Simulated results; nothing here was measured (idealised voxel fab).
Process module name: voxel transistor to metal
Cross-section cut: width 175 nm, square cells of 5 nm.
For the purposes of this document, a cross-section shall be understood as a grid of square cells, specified as bands listed in top-to-bottom order, each band consisting of one or more rows of cells. Top height, bottom height, nm. Materials left to right, width each, nm. Single material + "edge to edge" = fills band edge to edge. "air" = empty. Below 0: as-received wafer, all one material; heights counted from there. Lowest band: no bottom, goes on down, written "z 0 and below". The width entry "30..40" should be interpreted row by row: the top row of cells in the band takes the first number, the bottom row takes the second number, and the change between adjacent rows is uniform throughout. You'll sometimes find "changes: none" written for a step, and that's the way of saying that nowhere in the cross-section did a cell change during that step. Look at "Closed cavity list" for the closed voids: empty spaces with no open path to the top, sized 8 cells or up. Each is width x height at distance, distance from the left edge, all nm. Post-settings text on a step line: simulator's own remark regarding the step. "overlay nm", when on a step's line for a step with a mask, measures how far to the right of its planned place the mask lay; a negative measure means to the left.
Below is the list of planned process steps:
1: RECEIVE, material Si
2: OXIDIZE, depth nm 5
3: CONFORMAL_DEP, material SiN, thk nm 15
4: DIRECTIONAL_DEP, material aC, thk nm 10
5: PATTERN, tone cover, mask id ACTIVE, material resist, width nm 105, thk nm 30, overlay nm 0
6: DIRECTIONAL_ETCH, etch materials aC, depth nm 10
7: STRIP, etch materials resist
8: DIRECTIONAL_ETCH, etch materials SiN, depth nm 15
9: DIRECTIONAL_ETCH, etch materials SiO2, depth nm 5
10: DIRECTIONAL_ETCH, etch materials Si, depth nm 35
11: STRIP, etch materials aC
12: OXIDIZE, depth nm 5
13: FILL_DEP, material SiO2, thk nm 5
14: CMP, height nm 15
15: SELECTIVE_ETCH, etch materials SiO2, depth nm 5
16: STRIP, etch materials SiN
17: SELECTIVE_ETCH, etch materials SiO2, depth nm 5
18: OXIDIZE, depth nm 5
19: DIRECTIONAL_DEP, material polySi, thk nm 25
20: DIRECTIONAL_DEP, material SiCN, thk nm 10
21: PATTERN, tone cover, mask id GATE, material resist, width nm 15, thk nm 20, overlay nm 0
22: DIRECTIONAL_ETCH, etch materials SiCN, depth nm 20
23: DIRECTIONAL_ETCH, etch materials polySi, depth nm 35
24: STRIP, etch materials resist
25: CONFORMAL_DEP, material SiO2, thk nm 5
26: DIRECTIONAL_ETCH, etch materials SiO2, depth nm 5
27: CONFORMAL_DEP, material SiN, thk nm 5
28: DIRECTIONAL_ETCH, etch materials SiN, depth nm 5
29: DIRECTIONAL_ETCH, etch materials SiO2, depth nm 5
30: DIRECTIONAL_ETCH, etch materials Si, depth nm 5
31: EPI, material pSi, thk nm 5
32: FILL_DEP, material SiO2, thk nm 5
33: CMP, height nm 30
34: DIRECTIONAL_DEP, material SiO2, thk nm 15
35: DIRECTIONAL_DEP, material aC, thk nm 10
36: PATTERN, tone open, mask id CONTACT, material resist, width nm 30, pitch nm 55, thk nm 30, overlay nm 0
37: DIRECTIONAL_ETCH, etch materials aC, depth nm 10
38: STRIP, etch materials resist
39: DIRECTIONAL_ETCH, etch materials SiO2, depth nm 55
40: STRIP, etch materials aC
41: CONFORMAL_DEP, material TiN, thk nm 5
42: FILL_DEP, material W, thk nm 5
43: CMP, height nm 45
44: CONFORMAL_DEP, material SiN, thk nm 5
45: DIRECTIONAL_DEP, material SiO2, thk nm 15
46: PATTERN, tone open, mask id METAL_1, material resist, width nm 20, pitch nm 65, thk nm 20, overlay nm 0
47: DIRECTIONAL_ETCH, etch materials SiO2, depth nm 15
48: DIRECTIONAL_ETCH, etch materials SiN, depth nm 5
49: STRIP, etch materials resist
50: CONFORMAL_DEP, material TiN, thk nm 5
51: FILL_DEP, material Ru, thk nm 5
52: CMP, height nm 65
53: EPI, material Ru, thk nm 5
54: FILL_DEP, material SiCN, thk nm 5
Cross-section of the wafer at receipt, which is the condition after step 1:
z 0 and below = Si edge to edge
Closed cavity list: none
Cross-sectional result after module completion. Note: starting condition and plan are unchanged from above; one processing mistake was made:
z 75 to 70 = SiCN edge to edge
z 70 to 65 = 40 nm SiCN; 30 nm Ru; 35 nm SiCN; 30 nm Ru; 40 nm SiCN
z 65 to 50 = 45 nm SiO2; 5 nm TiN; 10 nm Ru; 5 nm TiN; 45 nm SiO2; 5 nm TiN; 10 nm Ru; 5 nm TiN; 45 nm SiO2
z 50 to 45 = 45 nm SiN; 20 nm TiN; 45 nm SiN; 20 nm TiN; 45 nm SiN
z 45 to 35 = 45 nm SiO2; 5 nm TiN; 20 nm W; 5 nm TiN; 25 nm SiO2; 5 nm TiN; 20 nm W; 5 nm TiN; 45 nm SiO2
z 35 to 30 = 45 nm SiO2; 5 nm TiN; 15 nm W; 10 nm TiN; 25 nm SiO2; 10 nm TiN; 15 nm W; 5 nm TiN; 45 nm SiO2
z 30 to 20 = 45 nm SiO2; 5 nm TiN; 15 nm W; 5 nm TiN; 5 nm SiN; 5 nm SiO2; 15 nm SiCN; 5 nm SiO2; 5 nm SiN; 5 nm TiN; 15 nm W; 5 nm TiN; 45 nm SiO2
z 20 to 10 = 45 nm SiO2; 5 nm TiN; 15 nm W; 5 nm TiN; 5 nm SiN; 5 nm SiO2; 15 nm polySi; 5 nm SiO2; 5 nm SiN; 5 nm TiN; 15 nm W; 5 nm TiN; 45 nm SiO2
z 10 to 5 = 45 nm SiO2; 25 nm TiN; 5 nm SiN; 5 nm SiO2; 15 nm polySi; 5 nm SiO2; 5 nm SiN; 25 nm TiN; 45 nm SiO2
z 5 to -5 = 35 nm SiO2; 5 nm SiN; 30 nm SiO2; 5 nm SiN; 5 nm SiO2; 15 nm polySi; 5 nm SiO2; 5 nm SiN; 30 nm SiO2; 5 nm SiN; 35 nm SiO2
z -5 to -10 = 65 nm SiO2; 5 nm pSi; 35 nm SiO2; 5 nm pSi; 65 nm SiO2
z -10 to -15 = 40 nm SiO2; 30 nm pSi; 35 nm Si; 30 nm pSi; 40 nm SiO2
z -15 to -45 = 40 nm SiO2; 95 nm Si; 40 nm SiO2
z -45 and below = Si edge to edge
Closed cavity list: none
Misprocessing identified: step 34 of the plan saw execution twice
